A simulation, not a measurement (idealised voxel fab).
You're looking at the process module voxel released beams.
The figure presents cross-section cut, which has a width of 215 nm and is divided into square cells with an edge length of 5 nm.
In what follows, cross-sections appear as grids of square cells, described through bands that run from the top down, where every band is one or more rows of cells.
Basically the band line says how high the top is and how high the bottom is, in nm, and then what's in it from left to right, every material with its width in nm. Empty space shows up as "blank", and if a single material carries "edge to edge" it runs the full band edge to edge.
Where do heights start? At 0: under that level the wafer as delivered is made of one material only. And the lowest band has no floor; it just carries on downward, as in "0 and below".
A width given as "30 to 40" starts at the first number in the band's top row and ends at the second number in its bottom row, shifting by an equal amount at every step from row to row.
What does "left unchanged" mean for a step? It means no cell of the cross-section changed in that step.
"Sealed-off cavities" - sealed voids, min. 8 cells, no opening to top; format: width x height at distance (distance from left edge; nm throughout).
What comes after the settings on a step's line is commentary from the simulator itself on that step.
Regarding "overlay nm": on a step with a mask, it is the distance the mask lay to the right of its planned place; a negative value places it to the left.
[Steps in the process plan]
| 1 | op RECEIVE | material Si |
| 2 | op CONFORMAL_DEP | material SiN | thk nm 5 |
| 3 | op DIRECTIONAL_DEP | material SiO2 | thk nm 15 |
| 4 | op DIRECTIONAL_DEP | material aC | thk nm 15 |
| 5 | op PATTERN | tone open | mask id ANCHOR | material resist | width nm 30 | thk nm 35 | overlay nm 0 |
| 6 | op DIRECTIONAL_ETCH | etch materials aC | depth nm 15 |
| 7 | op STRIP | etch materials resist |
| 8 | op DIRECTIONAL_ETCH | etch materials SiO2 | depth nm 15 |
| 9 | op STRIP | etch materials aC |
| 10 | op CONFORMAL_DEP | material TiN | thk nm 10 |
| 11 | op DIRECTIONAL_DEP | material aC | thk nm 10 |
| 12 | op PATTERN | tone cover | mask id BEAM | material resist | width nm 105 | thk nm 30 | overlay nm 0 |
| 13 | op DIRECTIONAL_ETCH | etch materials aC | depth nm 10 |
| 14 | op STRIP | etch materials resist |
| 15 | op DIRECTIONAL_ETCH | etch materials TiN | depth nm 10 |
| 16 | op STRIP | etch materials aC |
| 17 | op STRIP | etch materials SiO2 |
[Below: the first of two wafers, run as planned]
[Step 1 complete: cross-section of the wafer as received]
0 and below: Si edge to edge
Sealed-off cavities: none
[You're looking at a cross-section of the wafer after step 2]
5 down to 0: SiN edge to edge
Everything under 0 stays put, no change at all.
[You're looking at a cross-section of the wafer after step 3]
20 down to 5: SiO2 edge to edge
Everything under 5 stays put, no change at all.
[You're looking at a cross-section of the wafer after step 4]
35 down to 20: aC edge to edge
Everything under 20 stays put, no change at all.
[You're looking at a cross-section of the wafer after step 5]
70 down to 35: 55 of resist | 30 of blank | 130 of resist
Everything under 35 stays put, no change at all.
[You're looking at a cross-section of the wafer after step 6]
55 down to 35: 55 of resist | 30 of blank | 130 of resist
35 down to 20: 55 of aC | 30 of blank | 130 of aC
Everything under 20 stays put, no change at all.
[You're looking at a cross-section of the wafer after step 7]
35 down to 20: 55 of aC | 30 of blank | 130 of aC
Everything under 20 stays put, no change at all.
[You're looking at a cross-section of the wafer after step 8]
35 down to 20: 55 of aC | 30 of blank | 130 of aC
20 down to 5: 55 of SiO2 | 30 of blank | 130 of SiO2
Everything under 5 stays put, no change at all.
[You're looking at a cross-section of the wafer after step 9]
20 down to 5: 55 of SiO2 | 30 of blank | 130 of SiO2
Everything under 5 stays put, no change at all.
[You're looking at a cross-section of the wafer after step 10]
30 down to 20: 65 of TiN | 10 of blank | 140 of TiN
20 down to 15: 55 of SiO2 | 10 of TiN | 10 of blank | 10 of TiN | 130 of SiO2
15 down to 5: 55 of SiO2 | 30 of TiN | 130 of SiO2
Everything under 5 stays put, no change at all.
[You're looking at a cross-section of the wafer after step 11]
40 down to 30: 65 of aC | 10 of blank | 140 of aC
30 down to 25: 65 of TiN | 10 of blank | 140 of TiN
25 down to 20: 65 of TiN | 10 of aC | 140 of TiN
20 down to 15: 55 of SiO2 | 10 of TiN | 10 of aC | 10 of TiN | 130 of SiO2
Everything under 15 stays put, no change at all.
[You're looking at a cross-section of the wafer after step 12]
70 down to 40: 50 of blank | 105 of resist | 60 of blank
40 down to 30: 65 of aC | 10 of resist | 140 of aC
30 down to 25: 65 of TiN | 10 of resist | 140 of TiN
Everything under 25 stays put, no change at all.
[You're looking at a cross-section of the wafer after step 13]
60 down to 40: 50 of blank | 105 of resist | 60 of blank
40 down to 30: 50 of blank | 15 of aC | 10 of resist | 80 of aC | 60 of blank
Everything under 30 stays put, no change at all.
[You're looking at a cross-section of the wafer after step 14]
40 down to 30: 50 of blank | 15 of aC | 10 of blank | 80 of aC | 60 of blank
30 down to 25: 65 of TiN | 10 of blank | 140 of TiN
Everything under 25 stays put, no change at all.
[You're looking at a cross-section of the wafer after step 15]
40 down to 30: 50 of blank | 15 of aC | 10 of blank | 80 of aC | 60 of blank
30 down to 25: 50 of blank | 15 of TiN | 10 of blank | 80 of TiN | 60 of blank
25 down to 20: 50 of blank | 15 of TiN | 10 of aC | 80 of TiN | 60 of blank
Everything under 20 stays put, no change at all.
[You're looking at a cross-section of the wafer after step 16]
30 down to 20: 50 of blank | 15 of TiN | 10 of blank | 80 of TiN | 60 of blank
20 down to 15: 55 of SiO2 | 10 of TiN | 10 of blank | 10 of TiN | 130 of SiO2
Everything under 15 stays put, no change at all.
[You're looking at a cross-section of the wafer after step 17]
30 down to 20: 50 of blank | 15 of TiN | 10 of blank | 80 of TiN | 60 of blank
20 down to 15: 55 of blank | 10 of TiN | 10 of blank | 10 of TiN | 130 of blank
15 down to 5: 55 of blank | 30 of TiN | 130 of blank
Everything under 5 stays put, no change at all.
[Wafer two of the pair: same origin, same plan, one error during the run; identical to wafer one up to and including step 1]
What the second wafer looks like in cross-section when step 2 should have wrapped up: left unchanged
[What the second wafer looks like in cross-section when step 3 should have wrapped up]
15 down to 0: SiO2 edge to edge
Everything under 0 stays put, no change at all.
[What the second wafer looks like in cross-section when step 4 should have wrapped up]
30 down to 15: aC edge to edge
Everything under 15 stays put, no change at all.
[What the second wafer looks like in cross-section when step 5 should have wrapped up]
65 down to 30: 55 of resist | 30 of blank | 130 of resist
Everything under 30 stays put, no change at all.
[What the second wafer looks like in cross-section when step 6 should have wrapped up]
50 down to 30: 55 of resist | 30 of blank | 130 of resist
30 down to 15: 55 of aC | 30 of blank | 130 of aC
Everything under 15 stays put, no change at all.
[What the second wafer looks like in cross-section when step 7 should have wrapped up]
30 down to 15: 55 of aC | 30 of blank | 130 of aC
Everything under 15 stays put, no change at all.
[What the second wafer looks like in cross-section when step 8 should have wrapped up]
30 down to 15: 55 of aC | 30 of blank | 130 of aC
15 down to 0: 55 of SiO2 | 30 of blank | 130 of SiO2
Everything under 0 stays put, no change at all.
[What the second wafer looks like in cross-section when step 9 should have wrapped up]
15 down to 0: 55 of SiO2 | 30 of blank | 130 of SiO2
Everything under 0 stays put, no change at all.
[What the second wafer looks like in cross-section when step 10 should have wrapped up]
25 down to 15: 65 of TiN | 10 of blank | 140 of TiN
15 down to 10: 55 of SiO2 | 10 of TiN | 10 of blank | 10 of TiN | 130 of SiO2
10 down to 0: 55 of SiO2 | 30 of TiN | 130 of SiO2
Everything under 0 stays put, no change at all.
[What the second wafer looks like in cross-section when step 11 should have wrapped up]
35 down to 25: 65 of aC | 10 of blank | 140 of aC
25 down to 20: 65 of TiN | 10 of blank | 140 of TiN
20 down to 15: 65 of TiN | 10 of aC | 140 of TiN
15 down to 10: 55 of SiO2 | 10 of TiN | 10 of aC | 10 of TiN | 130 of SiO2
Everything under 10 stays put, no change at all.
[What the second wafer looks like in cross-section when step 12 should have wrapped up]
65 down to 35: 50 of blank | 105 of resist | 60 of blank
35 down to 25: 65 of aC | 10 of resist | 140 of aC
25 down to 20: 65 of TiN | 10 of resist | 140 of TiN
Everything under 20 stays put, no change at all.
[What the second wafer looks like in cross-section when step 13 should have wrapped up]
55 down to 35: 50 of blank | 105 of resist | 60 of blank
35 down to 25: 50 of blank | 15 of aC | 10 of resist | 80 of aC | 60 of blank
Everything under 25 stays put, no change at all.
[What the second wafer looks like in cross-section when step 14 should have wrapped up]
35 down to 25: 50 of blank | 15 of aC | 10 of blank | 80 of aC | 60 of blank
25 down to 20: 65 of TiN | 10 of blank | 140 of TiN
Everything under 20 stays put, no change at all.
[What the second wafer looks like in cross-section when step 15 should have wrapped up]
35 down to 25: 50 of blank | 15 of aC | 10 of blank | 80 of aC | 60 of blank
25 down to 20: 50 of blank | 15 of TiN | 10 of blank | 80 of TiN | 60 of blank
20 down to 15: 50 of blank | 15 of TiN | 10 of aC | 80 of TiN | 60 of blank
Everything under 15 stays put, no change at all.
[What the second wafer looks like in cross-section when step 16 should have wrapped up]
25 down to 15: 50 of blank | 15 of TiN | 10 of blank | 80 of TiN | 60 of blank
15 down to 10: 55 of SiO2 | 10 of TiN | 10 of blank | 10 of TiN | 130 of SiO2
Everything under 10 stays put, no change at all.
[What the second wafer looks like in cross-section when step 17 should have wrapped up]
25 down to 15: 50 of blank | 15 of TiN | 10 of blank | 80 of TiN | 60 of blank
15 down to 10: 55 of blank | 10 of TiN | 10 of blank | 10 of TiN | 130 of blank
10 down to 0: 55 of blank | 30 of TiN | 130 of blank
Everything under 0 stays put, no change at all.
Heads up, the wafer didn't run the way we planned it: step 2 of the plan was bypassed and not carried out
Once processing is complete, comparing cell counts shows that the second wafer has more or fewer of certain materials than the first: -43 SiN
